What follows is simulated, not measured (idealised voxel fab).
The name of this process module is voxel self aligned vias.
The width of the displayed cross-section, cut, is 250 nm; its cells are square, with a size of 5 nm.
If you're reading a cross-section in this doc, picture square cells in a grid; it comes to you as bands, top ones listed first down to the bottom, and a band can be one or more rows of cells.
Heights first: top, then bottom, in nm. Then materials, left to right, each with a width in nm. "full width" on a single material: fills the band edge to edge. "empty": empty space.
Counting heights begins at 0, where everything beneath is, in the wafer as received, one material. The lowest band has no bottom; it goes on downwards, as "top 0, no bottom" shows.
Per-row width for "30 to 40": begins at first number (top row of band), ends at second number (bottom row), increment between rows held constant.
Key: "everything unchanged" - step with no changed cell in the cross-section.
The entry "Trapped voids" lists the empty spaces that cover at least 8 cells and have no open path to the top. Each is written as width x height at distance, where the distance is measured from the left edge and all three values are in nm.
It should be noted that, on the line of a given step, the content following the step's settings is a remark produced by the simulator itself with respect to that step.
Each step line may optionally specify "overlay nm", which for a step with a mask gives the rightward distance between the mask's planned place and where it lay, a negative value indicating the leftward direction.

The planned process steps are enumerated hereunder:
1,RECEIVE | material Si
2,CONFORMAL_DEP | material SiO2 | thk nm 15
3,CONFORMAL_DEP | material SiCN | thk nm 5
4,DIRECTIONAL_DEP | material lowk | thk nm 25
5,PATTERN | tone open | mask id LINES | material resist | width nm 20 | pitch nm 55 | thk nm 20 | overlay nm 0
6,DIRECTIONAL_ETCH | etch materials lowk | depth nm 25
7,STRIP | etch materials resist
8,CONFORMAL_DEP | material TiN | thk nm 5
9,FILL_DEP | material W | thk nm 5
10,CMP | height nm 45
11,SELECTIVE_ETCH | etch materials W Ru TiN | depth nm 5
12,FILL_DEP | material SiN | thk nm 10
13,CMP | height nm 45
14,DIRECTIONAL_DEP | material lowk | thk nm 20
15,DIRECTIONAL_DEP | material aC | thk nm 10
16,PATTERN | tone open | mask id VIAS | material resist | width nm 40 | pitch nm 55 | thk nm 25 | overlay nm 0
17,DIRECTIONAL_ETCH | etch materials aC | depth nm 10
18,STRIP | etch materials resist
19,DIRECTIONAL_ETCH | etch materials lowk | depth nm 20
20,DIRECTIONAL_ETCH | etch materials SiN | depth nm 5
21,STRIP | etch materials aC
22,CONFORMAL_DEP | material TiN | thk nm 5
23,FILL_DEP | material Ru | thk nm 10
24,CMP | height nm 65
25,CONFORMAL_DEP | material SiCN | thk nm 5

This is the cross-section of the wafer as we received it, i.e. after step 1:
- top 0, no bottom = Si full width
- Trapped voids: none

This is how the wafer looks in cross-section once the module is done, given the starting state and plan above and one mistake in carrying the plan out:
- top 85, bottom 80 = SiCN full width
- top 80, bottom 70 = Ru full width
- top 70, bottom 65 = TiN: 55 / Ru: 30 / TiN: 25 / Ru: 30 / TiN: 25 / Ru: 30 / TiN: 55
- top 65, bottom 50 = lowk: 50 / TiN: 5 / Ru: 30 / TiN: 5 / lowk: 15 / TiN: 5 / Ru: 30 / TiN: 5 / lowk: 15 / TiN: 5 / Ru: 30 / TiN: 5 / lowk: 50
- top 50, bottom 45 = lowk: 50 / TiN: 15 / Ru: 10 / TiN: 15 / lowk: 15 / TiN: 15 / Ru: 10 / TiN: 15 / lowk: 15 / TiN: 15 / Ru: 10 / TiN: 15 / lowk: 50
- top 45, bottom 40 = lowk: 60 / TiN: 20 / lowk: 35 / TiN: 20 / lowk: 35 / TiN: 20 / lowk: 60
- top 40, bottom 25 = lowk: 60 / TiN: 5 / W: 10 / TiN: 5 / lowk: 35 / TiN: 5 / W: 10 / TiN: 5 / lowk: 35 / TiN: 5 / W: 10 / TiN: 5 / lowk: 60
- top 25, bottom 20 = lowk: 60 / TiN: 20 / lowk: 35 / TiN: 20 / lowk: 35 / TiN: 20 / lowk: 60
- top 20, bottom 15 = SiCN full width
- top 15, bottom 0 = SiO2 full width
- top 0, no bottom = Si full width
- Trapped voids: none
Where did the run depart from the plan? step 24 of the plan got skipped, so it never ran
